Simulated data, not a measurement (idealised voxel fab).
process module | voxel capacitor over wiring
cross-section cut | 270 nm wide | cells 5 nm
A cross-section is a grid of square cells, given in bands from the top down. A band is one or more rows of cells.
Each band's line starts with the height of the band's top and of its bottom, in nm. Then come its materials from left to right, each with its width in nm. One material with "throughout" fills the band from edge to edge. "air" is empty space.
Height 0 is the level under which the wafer as received is all one material. The lowest band goes on downwards, as in "0 down".
A width such as "30 to 40" changes by the same amount from each row of cells to the next, from the band's top row to its bottom row.
"no change" after a step means that no cell of the cross-section changed.
closed voids: empty space of 8 cells or more with no open way to the top, each as width x height at its distance from the left edge, in nm
after a step's settings: what the simulator itself notes on the step
overlay nm, on a step with a mask: how far to the right of its planned place the mask lay; to the left if negative
plan
1 op RECEIVE | material Si
2 op CONFORMAL_DEP | material SiO2 | thk nm 15
3 op CONFORMAL_DEP | material SiCN | thk nm 5
4 op DIRECTIONAL_DEP | material lowk | thk nm 25
5 op MASKED_ETCH | tone open | mask id METAL_1 | width nm 20 | pitch nm 90 | etch materials lowk | depth nm 25 | overlay nm 0
6 op MASKED_ETCH | tone open | mask id METAL_1 | width nm 20 | pitch nm 90 | etch materials SiCN | depth nm 5 | overlay nm 0
7 op CONFORMAL_DEP | material TiN | thk nm 5
8 op FILL_DEP | material W | thk nm 5
9 op CMP | height nm 45
10 op CONFORMAL_DEP | material SiCN | thk nm 5
11 op DIRECTIONAL_DEP | material lowk | thk nm 20
12 op MASKED_ETCH | tone open | mask id PLUG_1 | width nm 15 | etch materials lowk | depth nm 20 | overlay nm 0
13 op MASKED_ETCH | tone open | mask id PLUG_1 | width nm 15 | etch materials SiCN | depth nm 5 | overlay nm 0
14 op CONFORMAL_DEP | material TiN | thk nm 5
15 op FILL_DEP | material Ru | thk nm 5
16 op CMP | height nm 70
17 op DIRECTIONAL_DEP | material TiN | thk nm 10
18 op DIRECTIONAL_DEP | material HfO2 | thk nm 5
19 op DIRECTIONAL_DEP | material TiN | thk nm 10
20 op MASKED_ETCH | tone cover | mask id UPPER_PLATE | width nm 75 | etch materials TiN | depth nm 10 | overlay nm 0
21 op MASKED_ETCH | tone cover | mask id UPPER_PLATE | width nm 75 | etch materials HfO2 | depth nm 5 | overlay nm 0
22 op PATTERN | tone cover | mask id LOWER_PLATE | material resist | width nm 85 | thk nm 15 | overlay nm 0
23 op DIRECTIONAL_ETCH | etch materials TiN | depth nm 10
24 op STRIP | etch materials resist
25 op FILL_DEP | material SiO2 | thk nm 15
26 op CMP | height nm 105
27 op DIRECTIONAL_DEP | material aC | thk nm 10
28 op PATTERN | tone open | mask id PLUG_2 | material resist | width nm 15 | thk nm 30 | overlay nm 0
29 op DIRECTIONAL_ETCH | etch materials aC | depth nm 10
30 op STRIP | etch materials resist
31 op DIRECTIONAL_ETCH | etch materials SiO2 | depth nm 10
32 op STRIP | etch materials aC
33 op CONFORMAL_DEP | material TiN | thk nm 5
34 op FILL_DEP | material Ru | thk nm 5
35 op CMP | height nm 105
36 op CONFORMAL_DEP | material SiN | thk nm 5
first wafer, as planned
as received, after step 1
  0 down: Si throughout
  closed voids: none
after step 2
  15 to 0: SiO2 throughout
  below 0: unchanged
after step 3
  20 to 15: SiCN throughout
  below 15: unchanged
after step 4
  45 to 20: lowk throughout
  below 20: unchanged
after step 5
  45 to 20: lowk 80 | air 20 | lowk 70 | air 20 | lowk 80
  below 20: unchanged
after step 6
  45 to 20: lowk 80 | air 20 | lowk 70 | air 20 | lowk 80
  20 to 15: SiCN 80 | air 20 | SiCN 70 | air 20 | SiCN 80
  below 15: unchanged
after step 7
  50 to 45: TiN 85 | air 10 | TiN 80 | air 10 | TiN 85
  45 to 20: lowk 80 | TiN 5 | air 10 | TiN 5 | lowk 70 | TiN 5 | air 10 | TiN 5 | lowk 80
  20 to 15: SiCN 80 | TiN 20 | SiCN 70 | TiN 20 | SiCN 80
  below 15: unchanged
after step 8
  55 to 50: W throughout
  50 to 45: TiN 85 | W 10 | TiN 80 | W 10 | TiN 85
  45 to 20: lowk 80 | TiN 5 | W 10 | TiN 5 | lowk 70 | TiN 5 | W 10 | TiN 5 | lowk 80
  below 20: unchanged
after step 9
  45 to 20: lowk 80 | TiN 5 | W 10 | TiN 5 | lowk 70 | TiN 5 | W 10 | TiN 5 | lowk 80
  below 20: unchanged
after step 10
  50 to 45: SiCN throughout
  below 45: unchanged
after step 11
  70 to 50: lowk throughout
  below 50: unchanged
after step 12
  70 to 50: lowk 85 | air 15 | lowk 170
  below 50: unchanged
after step 13
  70 to 50: lowk 85 | air 15 | lowk 170
  50 to 45: SiCN 85 | air 15 | SiCN 170
  below 45: unchanged
after step 14
  75 to 70: TiN 90 | air 5 | TiN 175
  70 to 50: lowk 85 | TiN 5 | air 5 | TiN 5 | lowk 170
  50 to 45: SiCN 85 | TiN 15 | SiCN 170
  below 45: unchanged
after step 15
  80 to 75: Ru throughout
  75 to 70: TiN 90 | Ru 5 | TiN 175
  70 to 50: lowk 85 | TiN 5 | Ru 5 | TiN 5 | lowk 170
  below 50: unchanged
after step 16
  70 to 50: lowk 85 | TiN 5 | Ru 5 | TiN 5 | lowk 170
  below 50: unchanged
after step 17
  80 to 70: TiN throughout
  below 70: unchanged
after step 18
  85 to 80: HfO2 throughout
  below 80: unchanged
after step 19
  95 to 85: TiN throughout
  below 85: unchanged
after step 20
  95 to 85: air 85 | TiN 75 | air 110
  below 85: unchanged
after step 21
  95 to 85: air 85 | TiN 75 | air 110
  85 to 80: air 85 | HfO2 75 | air 110
  below 80: unchanged
after step 22
  110 to 95: air 80 | resist 85 | air 105
  95 to 85: air 80 | resist 5 | TiN 75 | resist 5 | air 105
  85 to 80: air 80 | resist 5 | HfO2 75 | resist 5 | air 105
  below 80: unchanged
after step 23
  110 to 95: air 80 | resist 85 | air 105
  95 to 85: air 80 | resist 5 | TiN 75 | resist 5 | air 105
  85 to 80: air 80 | resist 5 | HfO2 75 | resist 5 | air 105
  80 to 70: air 80 | TiN 85 | air 105
  below 70: unchanged
after step 24
  95 to 85: air 85 | TiN 75 | air 110
  85 to 80: air 85 | HfO2 75 | air 110
  below 80: unchanged
after step 25
  110 to 95: SiO2 throughout
  95 to 85: SiO2 85 | TiN 75 | SiO2 110
  85 to 80: SiO2 85 | HfO2 75 | SiO2 110
  80 to 70: SiO2 80 | TiN 85 | SiO2 105
  below 70: unchanged
after step 26
  105 to 95: SiO2 throughout
  below 95: unchanged
after step 27
  115 to 105: aC throughout
  below 105: unchanged
after step 28
  145 to 115: resist 95 | air 15 | resist 160
  below 115: unchanged
after step 29
  135 to 115: resist 95 | air 15 | resist 160
  115 to 105: aC 95 | air 15 | aC 160
  below 105: unchanged
after step 30
  115 to 105: aC 95 | air 15 | aC 160
  below 105: unchanged
after step 31
  115 to 105: aC 95 | air 15 | aC 160
  105 to 95: SiO2 95 | air 15 | SiO2 160
  below 95: unchanged
after step 32
  105 to 95: SiO2 95 | air 15 | SiO2 160
  below 95: unchanged
after step 33
  110 to 105: TiN 100 | air 5 | TiN 165
  105 to 100: SiO2 95 | TiN 5 | air 5 | TiN 5 | SiO2 160
  100 to 95: SiO2 95 | TiN 15 | SiO2 160
  below 95: unchanged
after step 34
  115 to 110: Ru throughout
  110 to 105: TiN 100 | Ru 5 | TiN 165
  105 to 100: SiO2 95 | TiN 5 | Ru 5 | TiN 5 | SiO2 160
  below 100: unchanged
after step 35
  105 to 100: SiO2 95 | TiN 5 | Ru 5 | TiN 5 | SiO2 160
  below 100: unchanged
after step 36
  110 to 105: SiN throughout
  below 105: unchanged
second wafer: like start, like plan, one mistake. Through step 21 it matches the first wafer
when step 22 should have ended
  110 to 95: air 90 | resist 85 | air 95
  95 to 85: air 85 | TiN 75 | resist 15 | air 95
  85 to 80: air 85 | HfO2 75 | resist 15 | air 95
  below 80: unchanged
when step 23 should have ended
  110 to 95: air 90 | resist 85 | air 95
  95 to 85: air 90 | TiN 70 | resist 15 | air 95
  85 to 80: air 85 | HfO2 75 | resist 15 | air 95
  80 to 70: air 85 | TiN 90 | air 95
  below 70: unchanged
when step 24 should have ended
  95 to 85: air 90 | TiN 70 | air 110
  85 to 80: air 85 | HfO2 75 | air 110
  below 80: unchanged
when step 25 should have ended
  110 to 95: SiO2 throughout
  95 to 85: SiO2 90 | TiN 70 | SiO2 110
  85 to 80: SiO2 85 | HfO2 75 | SiO2 110
  80 to 70: SiO2 85 | TiN 90 | SiO2 95
  below 70: unchanged
when step 26 should have ended
  105 to 95: SiO2 throughout
  below 95: unchanged
when step 27 should have ended
  115 to 105: aC throughout
  below 105: unchanged
when step 28 should have ended
  145 to 115: resist 95 | air 15 | resist 160
  below 115: unchanged
when step 29 should have ended
  135 to 115: resist 95 | air 15 | resist 160
  115 to 105: aC 95 | air 15 | aC 160
  below 105: unchanged
when step 30 should have ended
  115 to 105: aC 95 | air 15 | aC 160
  below 105: unchanged
when step 31 should have ended
  115 to 105: aC 95 | air 15 | aC 160
  105 to 95: SiO2 95 | air 15 | SiO2 160
  below 95: unchanged
when step 32 should have ended
  105 to 95: SiO2 95 | air 15 | SiO2 160
  below 95: unchanged
when step 33 should have ended
  110 to 105: TiN 100 | air 5 | TiN 165
  105 to 100: SiO2 95 | TiN 5 | air 5 | TiN 5 | SiO2 160
  100 to 95: SiO2 95 | TiN 15 | SiO2 160
  below 95: unchanged
when step 34 should have ended
  115 to 110: Ru throughout
  110 to 105: TiN 100 | Ru 5 | TiN 165
  105 to 100: SiO2 95 | TiN 5 | Ru 5 | TiN 5 | SiO2 160
  below 100: unchanged
when step 35 should have ended
  105 to 100: SiO2 95 | TiN 5 | Ru 5 | TiN 5 | SiO2 160
  below 100: unchanged
when step 36 should have ended
  110 to 105: SiN throughout
  below 105: unchanged
what went wrong: step 22 ran as: op PATTERN | tone cover | mask id LOWER_PLATE | material resist | width nm 85 | thk nm 15 | overlay nm 10
at the end the second wafer has, in cells: as many of each material as the first, in other places
